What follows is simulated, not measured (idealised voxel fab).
voxel transistor to metal: a process module
The cross-section shown here is cut; it is 170 nm wide and divided into square cells measuring 5 nm on a side.
In this document a cross-section is written as a grid of square cells. It is given as a series of bands, listed from the top down, and a band is one or more rows of cells.
What a band's entry tells you: where the top is and where the bottom is, as heights in nm, and after that what lies inside, material by material from left to right, each with its width in nm. Empty space is written as the word "empty", and a single material marked with the word "throughout" occupies the band from edge to edge.
Where do heights start? At 0: under that level the wafer as delivered is made of one material only. And the lowest band has no floor; it just carries on downward, as in "z 0 and below".
It should be noted that a width expressed as "30..40" varies in equal increments from row to row of cells within the band, taking the value of the first number at the top row and that of the second number at the bottom row.
A step reported as "no alterations made" is a step in which no cell of the cross-section changed.
You'll see "Voids, sealed" listing empty spaces that have no way open to the top, as long as they're 8 cells or more; the notation is width x height at distance, where the distance is from the left edge, and all of it is in nm.
On each step's line, the part that comes after the settings is the simulator's own comment on the step.
A step's line can hold "overlay nm"; with a mask on that step, the setting says how far right of the planned place the mask lay, while a negative setting says it lay to the left.
From here on the document is pairs. In a pair, the cross-section before one process step comes with the cross-section after it, and the latter goes no deeper than the lowest band that changed. What lies in between, the step and its settings, is written under the pair. A pair may be from a different run of this module on the same starting wafer than the pair above it, so it continues from that pair only where its entry headed "Status quo ante" says so.
STATUS QUO ANTE
	z 55 to 35  lowk throughout
	z 35 to 30  SiN throughout
	z 30 to 15  40 nm SiO2, then 5 nm TiN, then 5 nm W, then 5 nm TiN, then 55 nm SiO2, then 5 nm TiN, then 5 nm W, then 5 nm TiN, then 45 nm SiO2
	z 15 to 0  40 nm SiO2, then 5 nm TiN, then 5 nm W, then 5 nm TiN, then 10 nm SiN, then 5 nm HfO2, then 5 nm TiN, then 15 nm W, then 5 nm TiN, then 5 nm HfO2, then 10 nm SiN, then 5 nm TiN, then 5 nm W, then 5 nm TiN, then 45 nm SiO2
	z 0 to -5  40 nm SiO2, then 15 nm TiN, then 10 nm SiN, then 5 nm HfO2, then 25 nm TiN, then 5 nm HfO2, then 10 nm SiN, then 15 nm TiN, then 45 nm SiO2
	z -5 to -10  35 nm SiO2, then 20 nm pSi, then 10 nm SiO2, then 35 nm HfO2, then 10 nm SiO2, then 20 nm pSi, then 40 nm SiO2
	z -10 to -45  40 nm SiO2, then 85 nm Si, then 45 nm SiO2
	z -45 and below  Si throughout
	Voids, sealed: none
STEP RESULT
	z 55 to 35  45 nm lowk, then 15 nm empty, then 55 nm lowk, then 15 nm empty, then 40 nm lowk
	Heights below 35 show no change.
	Voids, sealed: none
Between the two cross-sections you see above, the step is MASKED_ETCH,tone open,mask id METAL_1,width nm 15,pitch nm 70,etch materials lowk,depth nm 20,overlay nm 5
Status quo ante: Reference is made to the cross-section shown after the step in the pair directly above, which represents the state prior to this step.
STEP RESULT
	z 55 to 35  45 nm lowk, then 15 nm empty, then 55 nm lowk, then 15 nm empty, then 40 nm lowk
	z 35 to 30  45 nm SiN, then 10 nm empty, then 60 nm SiN, then 10 nm empty, then 45 nm SiN
	Heights below 30 show no change.
	Voids, sealed: none
Between the two cross-sections you see above, the step is MASKED_ETCH,tone open,mask id METAL_1,width nm 15,pitch nm 70,etch materials SiN,depth nm 5,overlay nm 0
Status quo ante: Reference is made to the cross-section shown after the step in the pair directly above, which represents the state prior to this step.
STEP RESULT
	z 60 to 55  50 nm TiN, then 5 nm empty, then 65 nm TiN, then 5 nm empty, then 45 nm TiN
	z 55 to 40  45 nm lowk, then 5 nm TiN, then 5 nm empty, then 5 nm TiN, then 55 nm lowk, then 5 nm TiN, then 5 nm empty, then 5 nm TiN, then 40 nm lowk
	z 40 to 35  45 nm lowk, then 15 nm TiN, then 55 nm lowk, then 15 nm TiN, then 40 nm lowk
	z 35 to 30  45 nm SiN, then 10 nm TiN, then 60 nm SiN, then 10 nm TiN, then 45 nm SiN
	Heights below 30 show no change.
	Voids, sealed: none
Between the two cross-sections you see above, the step is CONFORMAL_DEP,material TiN,thk nm 5
Status quo ante: Reference is made to the cross-section shown after the step in the pair directly above, which represents the state prior to this step.
STEP RESULT
	z 65 to 60  W throughout
	z 60 to 55  50 nm TiN, then 5 nm W, then 65 nm TiN, then 5 nm W, then 45 nm TiN
	z 55 to 40  45 nm lowk, then 5 nm TiN, then 5 nm W, then 5 nm TiN, then 55 nm lowk, then 5 nm TiN, then 5 nm W, then 5 nm TiN, then 40 nm lowk
	Heights below 40 show no change.
	Voids, sealed: none
Between the two cross-sections you see above, the step is FILL_DEP,material W,thk nm 5
Status quo ante: Reference is made to the cross-section shown after the step in the pair directly above, which represents the state prior to this step.
STEP RESULT
	z 55 to 40  45 nm lowk, then 5 nm TiN, then 5 nm W, then 5 nm TiN, then 55 nm lowk, then 5 nm TiN, then 5 nm W, then 5 nm TiN, then 40 nm lowk
	Heights below 40 show no change.
	Voids, sealed: none
Between the two cross-sections you see above, the step is CMP,height nm 55
Status quo ante: Reference is made to the cross-section shown after the step in the pair directly above, which represents the state prior to this step.
STEP RESULT
	z 60 to 55  40 nm empty, then 25 nm Ru, then 45 nm empty, then 25 nm Ru, then 35 nm empty
	Heights below 55 show no change.
	Voids, sealed: none
Between the two cross-sections you see above, the step is EPI,material Ru,thk nm 5
Status quo ante: Reference is made to the cross-section shown after the step in the pair directly above, which represents the state prior to this step.
STEP RESULT
	z 65 to 60  SiCN throughout
	z 60 to 55  40 nm SiCN, then 25 nm Ru, then 45 nm SiCN, then 25 nm Ru, then 35 nm SiCN
	Heights below 55 show no change.
	Voids, sealed: none
Between the two cross-sections you see above, the step is FILL_DEP,material SiCN,thk nm 5
STATUS QUO ANTE
	z 10 to 0  35 nm empty, then 95 nm SiN, then 40 nm empty
	z 0 to -5  35 nm empty, then 95 nm SiO2, then 40 nm empty
	z -5 to -40  35 nm empty, then 5 nm SiO2, then 85 nm Si, then 5 nm SiO2, then 40 nm empty
	z -40 to -45  40 nm SiO2, then 85 nm Si, then 45 nm SiO2
	z -45 and below  Si throughout
	Voids, sealed: none
STEP RESULT
	z 25 to 10  SiCN throughout
	z 10 to 0  35 nm SiCN, then 95 nm SiN, then 40 nm SiCN
	z 0 to -5  35 nm SiCN, then 95 nm SiO2, then 40 nm SiCN
	z -5 to -40  35 nm SiCN, then 5 nm SiO2, then 85 nm Si, then 5 nm SiO2, then 40 nm SiCN
	Heights below -40 show no change.
	Voids, sealed: none
Between the two cross-sections you see above, the step is FILL_DEP,material SiCN,thk nm 15
Status quo ante: Reference is made to the cross-section shown after the step in the pair directly above, which represents the state prior to this step.
STEP RESULT
	z 10 to 0  35 nm SiCN, then 95 nm SiN, then 40 nm SiCN
	Heights below 0 show no change.
	Voids, sealed: none
Between the two cross-sections you see above, the step is CMP,height nm 10
Status quo ante: Reference is made to the cross-section shown after the step in the pair directly above, which represents the state prior to this step.
STEP RESULT
	z 10 to 0  35 nm SiCN, then 95 nm empty, then 40 nm SiCN
	Heights below 0 show no change.
	Voids, sealed: none
Between the two cross-sections you see above, the step is STRIP,etch materials SiN
Status quo ante: Reference is made to the cross-section shown after the step in the pair directly above, which represents the state prior to this step.
STEP RESULT
	z 10 to -5  35 nm SiCN, then 95 nm empty, then 40 nm SiCN
	Heights below -5 show no change.
	Voids, sealed: none
Between the two cross-sections you see above, the step is SELECTIVE_ETCH,etch materials SiO2,depth nm 5
Status quo ante: Reference is made to the cross-section shown after the step in the pair directly above, which represents the state prior to this step.
STEP RESULT
	z 10 to -5  35 nm SiCN, then 95 nm empty, then 40 nm SiCN
	z -5 to -10  35 nm SiCN, then 95 nm SiO2, then 40 nm SiCN
	Heights below -10 show no change.
	Voids, sealed: none
Between the two cross-sections you see above, the step is OXIDIZE,depth nm 5
Status quo ante: Reference is made to the cross-section shown after the step in the pair directly above, which represents the state prior to this step.
STEP RESULT
	z 35 to 20  35 nm polySi, then 95 nm empty, then 40 nm polySi
	z 20 to 10  polySi throughout
	z 10 to -5  35 nm SiCN, then 95 nm polySi, then 40 nm SiCN
	Heights below -5 show no change.
	Voids, sealed: none
Between the two cross-sections you see above, the step is DIRECTIONAL_DEP,material polySi,thk nm 25
Status quo ante: Reference is made to the cross-section shown after the step in the pair directly above, which represents the state prior to this step.
STEP RESULT
	z 45 to 35  35 nm SiCN, then 95 nm empty, then 40 nm SiCN
	z 35 to 30  35 nm polySi, then 95 nm empty, then 40 nm polySi
	z 30 to 20  35 nm polySi, then 95 nm SiCN, then 40 nm polySi
	Heights below 20 show no change.
	Voids, sealed: none
Between the two cross-sections you see above, the step is DIRECTIONAL_DEP,material SiCN,thk nm 10
Status quo ante: Reference is made to the cross-section shown after the step in the pair directly above, which represents the state prior to this step.
STEP RESULT
	z 35 to 30  35 nm polySi, then 95 nm empty, then 40 nm polySi
	z 30 to 20  35 nm polySi, then 35 nm empty, then 25 nm SiCN, then 35 nm empty, then 40 nm polySi
	Heights below 20 show no change.
	Voids, sealed: none
Between the two cross-sections you see above, the step is MASKED_ETCH,tone cover,mask id GATE,width nm 25,etch materials SiCN,depth nm 20,overlay nm 0
Status quo ante: Reference is made to the cross-section shown after the step in the pair directly above, which represents the state prior to this step.
STEP RESULT
	z 30 to 20  70 nm empty, then 25 nm SiCN, then 75 nm empty
	z 20 to 10  70 nm empty, then 25 nm polySi, then 75 nm empty
	z 10 to -5  35 nm SiCN, then 35 nm empty, then 25 nm polySi, then 35 nm empty, then 40 nm SiCN
	Heights below -5 show no change.
	Voids, sealed: none
Between the two cross-sections you see above, the step is MASKED_ETCH,tone cover,mask id GATE,width nm 25,etch materials polySi,depth nm 35,overlay nm 0
Status quo ante: Reference is made to the cross-section shown after the step in the pair directly above, which represents the state prior to this step.
STEP RESULT
	z 35 to 30  65 nm empty, then 35 nm SiO2, then 70 nm empty
	z 30 to 20  65 nm empty, then 5 nm SiO2, then 25 nm SiCN, then 5 nm SiO2, then 70 nm empty
	z 20 to 15  65 nm empty, then 5 nm SiO2, then 25 nm polySi, then 5 nm SiO2, then 70 nm empty
	z 15 to 10  40 nm SiO2, then 25 nm empty, then 5 nm SiO2, then 25 nm polySi, then 5 nm SiO2, then 25 nm empty, then 45 nm SiO2
	z 10 to 0  35 nm SiCN, then 5 nm SiO2, then 25 nm empty, then 5 nm SiO2, then 25 nm polySi, then 5 nm SiO2, then 25 nm empty, then 5 nm SiO2, then 40 nm SiCN
	z 0 to -5  35 nm SiCN, then 35 nm SiO2, then 25 nm polySi, then 35 nm SiO2, then 40 nm SiCN
	Heights below -5 show no change.
	Voids, sealed: none
Between the two cross-sections you see above, the step is CONFORMAL_DEP,material SiO2,thk nm 5
Status quo ante: Reference is made to the cross-section shown after the step in the pair directly above, which represents the state prior to this step.
STEP RESULT
	z 30 to 20  65 nm empty, then 5 nm SiO2, then 25 nm SiCN, then 5 nm SiO2, then 70 nm empty
	z 20 to 10  65 nm empty, then 5 nm SiO2, then 25 nm polySi, then 5 nm SiO2, then 70 nm empty
	z 10 to -5  35 nm SiCN, then 5 nm SiO2, then 25 nm empty, then 5 nm SiO2, then 25 nm polySi, then 5 nm SiO2, then 25 nm empty, then 5 nm SiO2, then 40 nm SiCN
	Heights below -5 show no change.
	Voids, sealed: none
Between the two cross-sections you see above, the step is DIRECTIONAL_ETCH,etch materials SiO2,depth nm 5
Status quo ante: Reference is made to the cross-section shown after the step in the pair directly above, which represents the state prior to this step.
STEP RESULT
	z 40 to 30  55 nm empty, then 55 nm SiN, then 60 nm empty
	z 30 to 20  55 nm empty, then 10 nm SiN, then 5 nm SiO2, then 25 nm SiCN, then 5 nm SiO2, then 10 nm SiN, then 60 nm empty
	z 20 to 10  50 nm SiN, then 5 nm empty, then 10 nm SiN, then 5 nm SiO2, then 25 nm polySi, then 5 nm SiO2, then 10 nm SiN, then 5 nm empty, then 55 nm SiN
	z 10 to 5  35 nm SiCN, then 5 nm SiO2, then 10 nm SiN, then 5 nm empty, then 10 nm SiN, then 5 nm SiO2, then 25 nm polySi, then 5 nm SiO2, then 10 nm SiN, then 5 nm empty, then 10 nm SiN, then 5 nm SiO2, then 40 nm SiCN
	z 5 to -5  35 nm SiCN, then 5 nm SiO2, then 25 nm SiN, then 5 nm SiO2, then 25 nm polySi, then 5 nm SiO2, then 25 nm SiN, then 5 nm SiO2, then 40 nm SiCN
	Heights below -5 show no change.
	Voids, sealed: none
Between the two cross-sections you see above, the step is CONFORMAL_DEP,material SiN,thk nm 10
Status quo ante: Reference is made to the cross-section shown after the step in the pair directly above, which represents the state prior to this step.
STEP RESULT
	z 30 to 20  55 nm empty, then 10 nm SiN, then 5 nm SiO2, then 25 nm SiCN, then 5 nm SiO2, then 10 nm SiN, then 60 nm empty
	z 20 to 10  55 nm empty, then 10 nm SiN, then 5 nm SiO2, then 25 nm polySi, then 5 nm SiO2, then 10 nm SiN, then 60 nm empty
	z 10 to -5  35 nm SiCN, then 5 nm SiO2, then 10 nm SiN, then 5 nm empty, then 10 nm SiN, then 5 nm SiO2, then 25 nm polySi, then 5 nm SiO2, then 10 nm SiN, then 5 nm empty, then 10 nm SiN, then 5 nm SiO2, then 40 nm SiCN
	Heights below -5 show no change.
	Voids, sealed: none
Between the two cross-sections you see above, the step is DIRECTIONAL_ETCH,etch materials SiN,depth nm 10
Status quo ante: Reference is made to the cross-section shown after the step in the pair directly above, which represents the state prior to this step.
STEP RESULT
	z 30 to 25  55 nm empty, then 10 nm SiN, then 5 nm empty, then 25 nm SiCN, then 5 nm empty, then 10 nm SiN, then 60 nm empty
	z 25 to 20  55 nm empty, then 10 nm SiN, then 5 nm SiO2, then 25 nm SiCN, then 5 nm SiO2, then 10 nm SiN, then 60 nm empty
	z 20 to 10  55 nm empty, then 10 nm SiN, then 5 nm SiO2, then 25 nm polySi, then 5 nm SiO2, then 10 nm SiN, then 60 nm empty
	z 10 to 5  35 nm SiCN, then 5 nm empty, then 10 nm SiN, then 5 nm empty, then 10 nm SiN, then 5 nm SiO2, then 25 nm polySi, then 5 nm SiO2, then 10 nm SiN, then 5 nm empty, then 10 nm SiN, then 5 nm empty, then 40 nm SiCN
	z 5 to -5  35 nm SiCN, then 5 nm SiO2, then 10 nm SiN, then 5 nm empty, then 10 nm SiN, then 5 nm SiO2, then 25 nm polySi, then 5 nm SiO2, then 10 nm SiN, then 5 nm empty, then 10 nm SiN, then 5 nm SiO2, then 40 nm SiCN
	z -5 to -10  35 nm SiCN, then 15 nm SiO2, then 5 nm empty, then 55 nm SiO2, then 5 nm empty, then 15 nm SiO2, then 40 nm SiCN
	Heights below -10 show no change.
	Voids, sealed: none
Between the two cross-sections you see above, the step is DIRECTIONAL_ETCH,etch materials SiO2,depth nm 5
Status quo ante: Reference is made to the cross-section shown after the step in the pair directly above, which represents the state prior to this step.
STEP RESULT
	z 30 to 25  55 nm empty, then 10 nm SiN, then 5 nm empty, then 25 nm SiCN, then 5 nm empty, then 10 nm SiN, then 60 nm empty
	z 25 to 20  55 nm empty, then 10 nm SiN, then 5 nm SiO2, then 25 nm SiCN, then 5 nm SiO2, then 10 nm SiN, then 60 nm empty
	z 20 to 10  55 nm empty, then 10 nm SiN, then 5 nm SiO2, then 25 nm polySi, then 5 nm SiO2, then 10 nm SiN, then 60 nm empty
	z 10 to 5  35 nm SiCN, then 5 nm empty, then 10 nm SiN, then 5 nm empty, then 10 nm SiN, then 5 nm SiO2, then 25 nm polySi, then 5 nm SiO2, then 10 nm SiN, then 5 nm empty, then 10 nm SiN, then 5 nm empty, then 40 nm SiCN
	z 5 to -5  35 nm SiCN, then 5 nm SiO2, then 10 nm SiN, then 5 nm empty, then 10 nm SiN, then 5 nm SiO2, then 25 nm polySi, then 5 nm SiO2, then 10 nm SiN, then 5 nm empty, then 10 nm SiN, then 5 nm SiO2, then 40 nm SiCN
	z -5 to -10  35 nm SiCN, then 15 nm SiO2, then 5 nm pSi, then 55 nm SiO2, then 5 nm pSi, then 15 nm SiO2, then 40 nm SiCN
	Heights below -10 show no change.
	Voids, sealed: none
Between the two cross-sections you see above, the step is EPI,material pSi,thk nm 5
Status quo ante: Reference is made to the cross-section shown after the step in the pair directly above, which represents the state prior to this step.
STEP RESULT
	z 40 to 30  SiO2 throughout
	z 30 to 20  55 nm SiO2, then 10 nm SiN, then 5 nm SiO2, then 25 nm SiCN, then 5 nm SiO2, then 10 nm SiN, then 60 nm SiO2
	z 20 to 10  55 nm SiO2, then 10 nm SiN, then 5 nm SiO2, then 25 nm polySi, then 5 nm SiO2, then 10 nm SiN, then 60 nm SiO2
	z 10 to -5  35 nm SiCN, then 5 nm SiO2, then 10 nm SiN, then 5 nm SiO2, then 10 nm SiN, then 5 nm SiO2, then 25 nm polySi, then 5 nm SiO2, then 10 nm SiN, then 5 nm SiO2, then 10 nm SiN, then 5 nm SiO2, then 40 nm SiCN
	Heights below -5 show no change.
	Voids, sealed: none
Between the two cross-sections you see above, the step is FILL_DEP,material SiO2,thk nm 10
Status quo ante: Reference is made to the cross-section shown after the step in the pair directly above, which represents the state prior to this step.
STEP RESULT
	z 20 to 10  55 nm SiO2, then 10 nm SiN, then 5 nm SiO2, then 25 nm polySi, then 5 nm SiO2, then 10 nm SiN, then 60 nm SiO2
	Heights below 10 show no change.
	Voids, sealed: none
Between the two cross-sections you see above, the step is CMP,height nm 20
Status quo ante: Reference is made to the cross-section shown after the step in the pair directly above, which represents the state prior to this step.
STEP RESULT
	z 20 to 10  55 nm SiO2, then 10 nm SiN, then 5 nm SiO2, then 25 nm empty, then 5 nm SiO2, then 10 nm SiN, then 60 nm SiO2
	z 10 to -5  35 nm SiCN, then 5 nm SiO2, then 10 nm SiN, then 5 nm SiO2, then 10 nm SiN, then 5 nm SiO2, then 25 nm empty, then 5 nm SiO2, then 10 nm SiN, then 5 nm SiO2, then 10 nm SiN, then 5 nm SiO2, then 40 nm SiCN
	Heights below -5 show no change.
	Voids, sealed: none
Between the two cross-sections you see above, the step is STRIP,etch materials polySi
Status quo ante: Reference is made to the cross-section shown after the step in the pair directly above, which represents the state prior to this step.
STEP RESULT
	z 20 to 15  55 nm empty, then 10 nm SiN, then 35 nm empty, then 10 nm SiN, then 60 nm empty
	z 15 to 10  55 nm SiO2, then 10 nm SiN, then 35 nm empty, then 10 nm SiN, then 60 nm SiO2
	z 10 to -5  35 nm SiCN, then 5 nm SiO2, then 10 nm SiN, then 5 nm SiO2, then 10 nm SiN, then 35 nm empty, then 10 nm SiN, then 5 nm SiO2, then 10 nm SiN, then 5 nm SiO2, then 40 nm SiCN
	z -5 to -10  35 nm SiCN, then 15 nm SiO2, then 5 nm pSi, then 10 nm SiO2, then 35 nm empty, then 10 nm SiO2, then 5 nm pSi, then 15 nm SiO2, then 40 nm SiCN
	Heights below -10 show no change.
	Voids, sealed: none
Between the two cross-sections you see above, the step is SELECTIVE_ETCH,etch materials SiO2,depth nm 5
Status quo ante: Reference is made to the cross-section shown after the step in the pair directly above, which represents the state prior to this step.
STEP RESULT
	z 25 to 20  50 nm empty, then 20 nm HfO2, then 25 nm empty, then 20 nm HfO2, then 55 nm empty
	z 20 to 15  55 nm HfO2, then 10 nm SiN, then 5 nm HfO2, then 25 nm empty, then 5 nm HfO2, then 10 nm SiN, then 60 nm HfO2
	z 15 to 10  55 nm SiO2, then 10 nm SiN, then 5 nm HfO2, then 25 nm empty, then 5 nm HfO2, then 10 nm SiN, then 60 nm SiO2
	z 10 to -5  35 nm SiCN, then 5 nm SiO2, then 10 nm SiN, then 5 nm SiO2, then 10 nm SiN, then 5 nm HfO2, then 25 nm empty, then 5 nm HfO2, then 10 nm SiN, then 5 nm SiO2, then 10 nm SiN, then 5 nm SiO2, then 40 nm SiCN
	z -5 to -10  35 nm SiCN, then 15 nm SiO2, then 5 nm pSi, then 10 nm SiO2, then 35 nm HfO2, then 10 nm SiO2, then 5 nm pSi, then 15 nm SiO2, then 40 nm SiCN
	Heights below -10 show no change.
	Voids, sealed: none
Between the two cross-sections you see above, the step is CONFORMAL_DEP,material HfO2,thk nm 5
Status quo ante: Reference is made to the cross-section shown after the step in the pair directly above, which represents the state prior to this step.
STEP RESULT
	z 30 to 25  45 nm empty, then 30 nm TiN, then 15 nm empty, then 30 nm TiN, then 50 nm empty
	z 25 to 20  50 nm TiN, then 20 nm HfO2, then 5 nm TiN, then 15 nm empty, then 5 nm TiN, then 20 nm HfO2, then 55 nm TiN
	z 20 to 15  55 nm HfO2, then 10 nm SiN, then 5 nm HfO2, then 5 nm TiN, then 15 nm empty, then 5 nm TiN, then 5 nm HfO2, then 10 nm SiN, then 60 nm HfO2
	z 15 to 10  55 nm SiO2, then 10 nm SiN, then 5 nm HfO2, then 5 nm TiN, then 15 nm empty, then 5 nm TiN, then 5 nm HfO2, then 10 nm SiN, then 60 nm SiO2
	z 10 to 0  35 nm SiCN, then 5 nm SiO2, then 10 nm SiN, then 5 nm SiO2, then 10 nm SiN, then 5 nm HfO2, then 5 nm TiN, then 15 nm empty, then 5 nm TiN, then 5 nm HfO2, then 10 nm SiN, then 5 nm SiO2, then 10 nm SiN, then 5 nm SiO2, then 40 nm SiCN
	z 0 to -5  35 nm SiCN, then 5 nm SiO2, then 10 nm SiN, then 5 nm SiO2, then 10 nm SiN, then 5 nm HfO2, then 25 nm TiN, then 5 nm HfO2, then 10 nm SiN, then 5 nm SiO2, then 10 nm SiN, then 5 nm SiO2, then 40 nm SiCN
	Heights below -5 show no change.
	Voids, sealed: none
Between the two cross-sections you see above, the step is CONFORMAL_DEP,material TiN,thk nm 5
Status quo ante: Reference is made to the cross-section shown after the step in the pair directly above, which represents the state prior to this step.
STEP RESULT
	z 40 to 30  W throughout
	z 30 to 25  45 nm W, then 30 nm TiN, then 15 nm W, then 30 nm TiN, then 50 nm W
	z 25 to 20  50 nm TiN, then 20 nm HfO2, then 5 nm TiN, then 15 nm W, then 5 nm TiN, then 20 nm HfO2, then 55 nm TiN
	z 20 to 15  55 nm HfO2, then 10 nm SiN, then 5 nm HfO2, then 5 nm TiN, then 15 nm W, then 5 nm TiN, then 5 nm HfO2, then 10 nm SiN, then 60 nm HfO2
	z 15 to 10  55 nm SiO2, then 10 nm SiN, then 5 nm HfO2, then 5 nm TiN, then 15 nm W, then 5 nm TiN, then 5 nm HfO2, then 10 nm SiN, then 60 nm SiO2
	z 10 to 0  35 nm SiCN, then 5 nm SiO2, then 10 nm SiN, then 5 nm SiO2, then 10 nm SiN, then 5 nm HfO2, then 5 nm TiN, then 15 nm W, then 5 nm TiN, then 5 nm HfO2, then 10 nm SiN, then 5 nm SiO2, then 10 nm SiN, then 5 nm SiO2, then 40 nm SiCN
	Heights below 0 show no change.
	Voids, sealed: none
Between the two cross-sections you see above, the step is FILL_DEP,material W,thk nm 10
Status quo ante: Reference is made to the cross-section shown after the step in the pair directly above, which represents the state prior to this step.
STEP RESULT
	z 15 to 10  55 nm SiO2, then 10 nm SiN, then 5 nm HfO2, then 5 nm TiN, then 15 nm W, then 5 nm TiN, then 5 nm HfO2, then 10 nm SiN, then 60 nm SiO2
	Heights below 10 show no change.
	Voids, sealed: none
Between the two cross-sections you see above, the step is CMP,height nm 15
Status quo ante: Reference is made to the cross-section shown after the step in the pair directly above, which represents the state prior to this step.
STEP RESULT
	z 30 to 15  SiO2 throughout
	Heights below 15 show no change.
	Voids, sealed: none
Between the two cross-sections you see above, the step is DIRECTIONAL_DEP,material SiO2,thk nm 15
Status quo ante: Reference is made to the cross-section shown after the step in the pair directly above, which represents the state prior to this step.
STEP RESULT
	z 30 to 15  40 nm SiO2, then 15 nm empty, then 55 nm SiO2, then 15 nm empty, then 45 nm SiO2
	z 15 to 10  40 nm SiO2, then 15 nm empty, then 10 nm SiN, then 5 nm HfO2, then 5 nm TiN, then 15 nm W, then 5 nm TiN, then 5 nm HfO2, then 10 nm SiN, then 15 nm empty, then 45 nm SiO2
	z 10 to 0  35 nm SiCN, then 5 nm SiO2, then 10 nm SiN, then 5 nm empty, then 10 nm SiN, then 5 nm HfO2, then 5 nm TiN, then 15 nm W, then 5 nm TiN, then 5 nm HfO2, then 10 nm SiN, then 5 nm empty, then 10 nm SiN, then 5 nm SiO2, then 40 nm SiCN
	z 0 to -5  35 nm SiCN, then 5 nm SiO2, then 10 nm SiN, then 5 nm empty, then 10 nm SiN, then 5 nm HfO2, then 25 nm TiN, then 5 nm HfO2, then 10 nm SiN, then 5 nm empty, then 10 nm SiN, then 5 nm SiO2, then 40 nm SiCN
	Heights below -5 show no change.
	Voids, sealed: none
Between the two cross-sections you see above, the step is MASKED_ETCH,tone open,mask id CONTACT,width nm 15,pitch nm 70,etch materials SiO2,depth nm 35,overlay nm 0
Status quo ante: Reference is made to the cross-section shown after the step in the pair directly above, which represents the state prior to this step.
STEP RESULT
	z 35 to 30  45 nm TiN, then 5 nm empty, then 65 nm TiN, then 5 nm empty, then 50 nm TiN
	z 30 to 15  40 nm SiO2, then 5 nm TiN, then 5 nm empty, then 5 nm TiN, then 55 nm SiO2, then 5 nm TiN, then 5 nm empty, then 5 nm TiN, then 45 nm SiO2
	z 15 to 10  40 nm SiO2, then 15 nm TiN, then 10 nm SiN, then 5 nm HfO2, then 5 nm TiN, then 15 nm W, then 5 nm TiN, then 5 nm HfO2, then 10 nm SiN, then 15 nm TiN, then 45 nm SiO2
	z 10 to 0  35 nm SiCN, then 5 nm SiO2, then 10 nm SiN, then 5 nm TiN, then 10 nm SiN, then 5 nm HfO2, then 5 nm TiN, then 15 nm W, then 5 nm TiN, then 5 nm HfO2, then 10 nm SiN, then 5 nm TiN, then 10 nm SiN, then 5 nm SiO2, then 40 nm SiCN
	z 0 to -5  35 nm SiCN, then 5 nm SiO2, then 10 nm SiN, then 5 nm TiN, then 10 nm SiN, then 5 nm HfO2, then 25 nm TiN, then 5 nm HfO2, then 10 nm SiN, then 5 nm TiN, then 10 nm SiN, then 5 nm SiO2, then 40 nm SiCN
	Heights below -5 show no change.
	Voids, sealed: none
Between the two cross-sections you see above, the step is CONFORMAL_DEP,material TiN,thk nm 5
Status quo ante: Reference is made to the cross-section shown after the step in the pair directly above, which represents the state prior to this step.
STEP RESULT
	z 45 to 35  W throughout
	z 35 to 30  45 nm TiN, then 5 nm W, then 65 nm TiN, then 5 nm W, then 50 nm TiN
	z 30 to 15  40 nm SiO2, then 5 nm TiN, then 5 nm W, then 5 nm TiN, then 55 nm SiO2, then 5 nm TiN, then 5 nm W, then 5 nm TiN, then 45 nm SiO2
	Heights below 15 show no change.
	Voids, sealed: none
Between the two cross-sections you see above, the step is FILL_DEP,material W,thk nm 10
Status quo ante: Reference is made to the cross-section shown after the step in the pair directly above, which represents the state prior to this step.
STEP RESULT
	z 30 to 15  40 nm SiO2, then 5 nm TiN, then 5 nm W, then 5 nm TiN, then 55 nm SiO2, then 5 nm TiN, then 5 nm W, then 5 nm TiN, then 45 nm SiO2
	Heights below 15 show no change.
	Voids, sealed: none
Between the two cross-sections you see above, the step is CMP,height nm 30
Status quo ante: Reference is made to the cross-section shown after the step in the pair directly above, which represents the state prior to this step.
STEP RESULT
	z 35 to 30  SiN throughout
	Heights below 30 show no change.
	Voids, sealed: none
Between the two cross-sections you see above, the step is CONFORMAL_DEP,material SiN,thk nm 5
Status quo ante: Reference is made to the cross-section shown after the step in the pair directly above, which represents the state prior to this step.
STEP RESULT
	z 55 to 35  lowk throughout
	Heights below 35 show no change.
	Voids, sealed: none
Between the two cross-sections you see above, the step is DIRECTIONAL_DEP,material lowk,thk nm 20
Status quo ante: Reference is made to the cross-section shown after the step in the pair directly above, which represents the state prior to this step.
STEP RESULT
	z 55 to 35  40 nm lowk, then 15 nm empty, then 55 nm lowk, then 15 nm empty, then 45 nm lowk
	Heights below 35 show no change.
	Voids, sealed: none
Between the two cross-sections you see above, the step is MASKED_ETCH,tone open,mask id METAL_1,width nm 15,pitch nm 70,etch materials lowk,depth nm 20,overlay nm 0
Status quo ante: Reference is made to the cross-section shown after the step in the pair directly above, which represents the state prior to this step.
STEP RESULT
	z 55 to 35  40 nm lowk, then 15 nm empty, then 55 nm lowk, then 15 nm empty, then 45 nm lowk
	z 35 to 30  40 nm SiN, then 15 nm empty, then 55 nm SiN, then 15 nm empty, then 45 nm SiN
	Heights below 30 show no change.
	Voids, sealed: none
Between the two cross-sections you see above, the step is MASKED_ETCH,tone open,mask id METAL_1,width nm 15,pitch nm 70,etch materials SiN,depth nm 5,overlay nm 0
Status quo ante: Reference is made to the cross-section shown after the step in the pair directly above, which represents the state prior to this step.
STEP RESULT
	z 60 to 55  45 nm TiN, then 5 nm empty, then 65 nm TiN, then 5 nm empty, then 50 nm TiN
	z 55 to 35  40 nm lowk, then 5 nm TiN, then 5 nm empty, then 5 nm TiN, then 55 nm lowk, then 5 nm TiN, then 5 nm empty, then 5 nm TiN, then 45 nm lowk
	z 35 to 30  40 nm SiN, then 15 nm TiN, then 55 nm SiN, then 15 nm TiN, then 45 nm SiN
	Heights below 30 show no change.
	Voids, sealed: none
Between the two cross-sections you see above, the step is CONFORMAL_DEP,material TiN,thk nm 5
Status quo ante: Reference is made to the cross-section shown after the step in the pair directly above, which represents the state prior to this step.
STEP RESULT
	z 65 to 60  W throughout
	z 60 to 55  45 nm TiN, then 5 nm W, then 65 nm TiN, then 5 nm W, then 50 nm TiN
	z 55 to 35  40 nm lowk, then 5 nm TiN, then 5 nm W, then 5 nm TiN, then 55 nm lowk, then 5 nm TiN, then 5 nm W, then 5 nm TiN, then 45 nm lowk
	Heights below 35 show no change.
	Voids, sealed: none
Between the two cross-sections you see above, the step is FILL_DEP,material W,thk nm 5
Status quo ante: Reference is made to the cross-section shown after the step in the pair directly above, which represents the state prior to this step.
STEP RESULT
	z 55 to 35  40 nm lowk, then 5 nm TiN, then 5 nm W, then 5 nm TiN, then 55 nm lowk, then 5 nm TiN, then 5 nm W, then 5 nm TiN, then 45 nm lowk
	Heights below 35 show no change.
	Voids, sealed: none
Between the two cross-sections you see above, the step is CMP,height nm 55
Status quo ante: Reference is made to the cross-section shown after the step in the pair directly above, which represents the state prior to this step.
STEP RESULT
	z 60 to 55  35 nm empty, then 25 nm Ru, then 45 nm empty, then 25 nm Ru, then 40 nm empty
	Heights below 55 show no change.
	Voids, sealed: none
Between the two cross-sections you see above, the step is EPI,material Ru,thk nm 5
